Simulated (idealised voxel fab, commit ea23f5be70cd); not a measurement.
The document below concerns the process module designated voxel air gaps.
Cross-sectional view cut (width: 285 nm; square cell size: 5 nm).
Square cells in a grid make up a cross-section in this document, and the grid is given as bands, listed from the top down, each one or more rows of cells.
This entry defines a band. It first specifies the height of the band's top and the height of its bottom in nm, and then specifies the band's materials from left to right, stating each material with its width in nm. The word "edge to edge" identifies a single material that fills the band from edge to edge, while the word "empty" identifies empty space.
We count height from 0. Below that, the starting wafer is all one material. The lowest band never ends at the bottom but goes on down; see "0 -> down" for how that is written.
A two-number width, for instance "30..40", indicates that the width is equal to the first number in the top row of the band and to the second number in the bottom row, and that it changes by a constant amount per row of cells.
It should be understood that the words "remains unaltered", when stated for a given step, signify that the cross-section underwent no change in any of its cells during that step.
Voids not open to the top, 8 cells minimum: see "Enclosed voids". Written width x height at distance; distance is from the left edge; nm.
Step line, after settings: the simulator's comment on this step.
The optional step-line setting "overlay nm" applies to steps with a mask and quantifies how far to the right of its planned location the mask lay, a negative value indicating leftward placement.
THESE ARE THE STEPS WE PLANNED FOR THE PROCESS
| 1 | RECEIVE with material Si |
| 2 | CONFORMAL_DEP with material SiO2, thk nm 15 |
| 3 | CONFORMAL_DEP with material SiN, thk nm 5 |
| 4 | DIRECTIONAL_DEP with material lowk, thk nm 30 |
| 5 | MASKED_ETCH with tone open, mask id LINES, width nm 20, pitch nm 50, etch materials lowk, depth nm 30, overlay nm 0 |
| 6 | CONFORMAL_DEP with material TiN, thk nm 5 |
| 7 | FILL_DEP with material Cu, thk nm 10 |
| 8 | CMP with height nm 50 |
| 9 | EPI with material Ru, thk nm 10 |
| 10 | SELECTIVE_ETCH with etch materials lowk, depth nm 40 |
| 11 | CONFORMAL_DEP with material SiCN, thk nm 5 |
AS RECEIVED, AFTER STEP 1
- 0 -> down | Si edge to edge
- Enclosed voids: none
FIRST WAFER OF TWO, SECTIONED AT END OF MODULE; RUN WENT PER PLAN
- 65 -> 60 | empty=40, then SiCN=200, then empty=45
- 60 -> 50 | empty=40, then SiCN=5, then Ru=40, then SiCN=10, then Ru=40, then SiCN=10, then Ru=40, then SiCN=10, then Ru=40, then SiCN=5, then empty=45
- 50 -> 45 | empty=40, then SiCN=15, then TiN=5, then Cu=10, then TiN=5, then SiCN=30, then TiN=5, then Cu=10, then TiN=5, then SiCN=30, then TiN=5, then Cu=10, then TiN=5, then SiCN=30, then TiN=5, then Cu=10, then TiN=5, then SiCN=15, then empty=45
- 45 -> 25 | empty=50, then SiCN=5, then TiN=5, then Cu=10, then TiN=5, then SiCN=5, then empty=20, then SiCN=5, then TiN=5, then Cu=10, then TiN=5, then SiCN=5, then empty=20, then SiCN=5, then TiN=5, then Cu=10, then TiN=5, then SiCN=5, then empty=20, then SiCN=5, then TiN=5, then Cu=10, then TiN=5, then SiCN=5, then empty=55
- 25 -> 20 | SiCN=55, then TiN=20, then SiCN=30, then TiN=20, then SiCN=30, then TiN=20, then SiCN=30, then TiN=20, then SiCN=60
- 20 -> 15 | SiN edge to edge
- 15 -> 0 | SiO2 edge to edge
- 0 -> down | Si edge to edge
- Enclosed voids: 20 x 20 at 80; 20 x 20 at 130; 20 x 20 at 180
CROSS-SECTIONAL VIEW: SECOND OF TWO WAFERS, END OF MODULE; START AND PLAN IDENTICAL TO THE FIRST, ONE MISTAKE IN RUNNING
- 65 -> 60 | empty=45, then SiCN=45, then empty=5, then SiCN=45, then empty=5, then SiCN=45, then empty=5, then SiCN=45, then empty=45
- 60 -> 50 | empty=45, then SiCN=5, then Ru=35, then SiCN=5, then empty=5, then SiCN=5, then Ru=35, then SiCN=5, then empty=5, then SiCN=5, then Ru=35, then SiCN=5, then empty=5, then SiCN=5, then Ru=35, then SiCN=5, then empty=45
- 50 -> 45 | empty=45, then SiCN=15, then TiN=5, then Cu=5, then TiN=5, then SiCN=15, then empty=5, then SiCN=15, then TiN=5, then Cu=5, then TiN=5, then SiCN=15, then empty=5, then SiCN=15, then TiN=5, then Cu=5, then TiN=5, then SiCN=15, then empty=5, then SiCN=15, then TiN=5, then Cu=5, then TiN=5, then SiCN=15, then empty=45
- 45 -> 25 | empty=55, then SiCN=5, then TiN=5, then Cu=5, then TiN=5, then SiCN=5, then empty=25, then SiCN=5, then TiN=5, then Cu=5, then TiN=5, then SiCN=5, then empty=25, then SiCN=5, then TiN=5, then Cu=5, then TiN=5, then SiCN=5, then empty=25, then SiCN=5, then TiN=5, then Cu=5, then TiN=5, then SiCN=5, then empty=55
- 25 -> 20 | SiCN=60, then TiN=15, then SiCN=35, then TiN=15, then SiCN=35, then TiN=15, then SiCN=35, then TiN=15, then SiCN=60
- 20 -> 15 | SiN edge to edge
- 15 -> 0 | SiO2 edge to edge
- 0 -> down | Si edge to edge
- Enclosed voids: none
What broke from the plan during processing? step 5: run off-plan, actual operation and settings MASKED_ETCH with tone open, mask id LINES, width nm 15, pitch nm 50, etch materials lowk, depth nm 30, overlay nm 0
Wafer comparison, final, in cells, second relative to first, materials more or fewer: Cu: 20 fewer; Ru: 8 fewer; TiN: 4 fewer
Upon completion, the first wafer exhibits 3 closed voids and the second wafer exhibits 0.
